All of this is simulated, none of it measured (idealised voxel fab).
Module name: voxel double patterning (process module)
In the cross-section labelled cut, the width is 255 nm and each square cell is 5 nm.
If you're reading a cross-section in this doc, picture square cells in a grid; it comes to you as bands, top ones listed first down to the bottom, and a band can be one or more rows of cells. Basically the band line says how high the top is and how high the bottom is, in nm, and then what's in it from left to right, every material with its width in nm. Empty space shows up as "air", and if a single material carries "throughout" it runs the full band edge to edge. The level at which height equals 0 is the one under which the wafer, as it arrives, is entirely one material. No lower edge exists for the bottom band, which continues downward and is notated as in "0..down". Note: "30..40" means the width goes from the first number (top row of the band) to the second number (bottom row) in equal steps per row of cells. Step note "remained the same" = no cross-section cell changed. In the "closed voids" entry, you get each enclosed empty space of 8 cells or more, one with no open way to the top, written width x height at distance, distance from the left edge, in nm. Formally, on a step line, whatever follows the settings is a remark that the simulator itself makes on the step. A step's line can hold "overlay nm"; with a mask on that step, the setting says how far right of the planned place the mask lay, while a negative setting says it lay to the left.

The planned process steps are enumerated hereunder:
1) RECEIVE,material Si
2) CONFORMAL_DEP,material SiO2,thk nm 10
3) DIRECTIONAL_DEP,material polySi,thk nm 15
4) DIRECTIONAL_DEP,material SiCN,thk nm 5
5) PATTERN,tone open,mask id FIRST,material resist,width nm 15,pitch nm 50,thk nm 15,overlay nm 0
6) DIRECTIONAL_ETCH,etch materials SiCN,depth nm 5
7) STRIP,etch materials resist
8) MASKED_ETCH,tone open,mask id SECOND,width nm 15,etch materials SiCN,depth nm 5,overlay nm 0
9) DIRECTIONAL_ETCH,etch materials polySi,depth nm 15
10) STRIP,etch materials SiCN

First of two wafers - as planned:

Received-state cross-section, reflecting completion of step 1:
  0..down = Si throughout
  closed voids: none

Presented here is a cross-section of the wafer after step 2 has been performed:
  10..0 = SiO2 throughout
  Nothing below the height 0 has changed.

Presented here is a cross-section of the wafer after step 3 has been performed:
  25..10 = polySi throughout
  Nothing below the height 10 has changed.

Presented here is a cross-section of the wafer after step 4 has been performed:
  30..25 = SiCN throughout
  Nothing below the height 25 has changed.

Presented here is a cross-section of the wafer after step 5 has been performed:
  45..30 = resist 95 nm; air 15 nm; resist 35 nm; air 15 nm; resist 95 nm
  Nothing below the height 30 has changed.

Presented here is a cross-section of the wafer after step 6 has been performed:
  45..30 = resist 95 nm; air 15 nm; resist 35 nm; air 15 nm; resist 95 nm
  30..25 = SiCN 95 nm; air 15 nm; SiCN 35 nm; air 15 nm; SiCN 95 nm
  Nothing below the height 25 has changed.

Presented here is a cross-section of the wafer after step 7 has been performed:
  30..25 = SiCN 95 nm; air 15 nm; SiCN 35 nm; air 15 nm; SiCN 95 nm
  Nothing below the height 25 has changed.

Presented here is a cross-section of the wafer after step 8 has been performed:
  30..25 = SiCN 95 nm; air 15 nm; SiCN 10 nm; air 15 nm; SiCN 10 nm; air 15 nm; SiCN 95 nm
  Nothing below the height 25 has changed.

Presented here is a cross-section of the wafer after step 9 has been performed:
  30..25 = SiCN 95 nm; air 15 nm; SiCN 10 nm; air 15 nm; SiCN 10 nm; air 15 nm; SiCN 95 nm
  25..10 = polySi 95 nm; air 15 nm; polySi 10 nm; air 15 nm; polySi 10 nm; air 15 nm; polySi 95 nm
  Nothing below the height 10 has changed.

Presented here is a cross-section of the wafer after step 10 has been performed:
  25..10 = polySi 95 nm; air 15 nm; polySi 10 nm; air 15 nm; polySi 10 nm; air 15 nm; polySi 95 nm
  Nothing below the height 10 has changed.

The remaining wafer, second of the two, started like the first and was run to the same plan, except that one mistake was made along the way; the two coincide through step 2, inclusive:

Cross-section: second wafer, time at which step 3 was scheduled to end:
  25..0 = SiO2 throughout
  Nothing below the height 0 has changed.

Cross-section: second wafer, time at which step 4 was scheduled to end:
  30..25 = SiCN throughout
  Nothing below the height 25 has changed.

Cross-section: second wafer, time at which step 5 was scheduled to end:
  45..30 = resist 95 nm; air 15 nm; resist 35 nm; air 15 nm; resist 95 nm
  Nothing below the height 30 has changed.

Cross-section: second wafer, time at which step 6 was scheduled to end:
  45..30 = resist 95 nm; air 15 nm; resist 35 nm; air 15 nm; resist 95 nm
  30..25 = SiCN 95 nm; air 15 nm; SiCN 35 nm; air 15 nm; SiCN 95 nm
  Nothing below the height 25 has changed.

Cross-section: second wafer, time at which step 7 was scheduled to end:
  30..25 = SiCN 95 nm; air 15 nm; SiCN 35 nm; air 15 nm; SiCN 95 nm
  Nothing below the height 25 has changed.

Cross-section: second wafer, time at which step 8 was scheduled to end:
  30..25 = SiCN 95 nm; air 15 nm; SiCN 10 nm; air 15 nm; SiCN 10 nm; air 15 nm; SiCN 95 nm
  Nothing below the height 25 has changed.

Cross-section: second wafer, time at which step 9 was scheduled to end: remained the same

Cross-section: second wafer, time at which step 10 was scheduled to end:
  25..0 = SiO2 throughout
  Nothing below the height 0 has changed.
Diagnosis: step 3: run off-plan, actual operation and settings DIRECTIONAL_DEP,material SiO2,thk nm 15
Final wafer comparison in cells, second versus first, more or fewer per material: SiO2: 153 more, polySi: 126 fewer
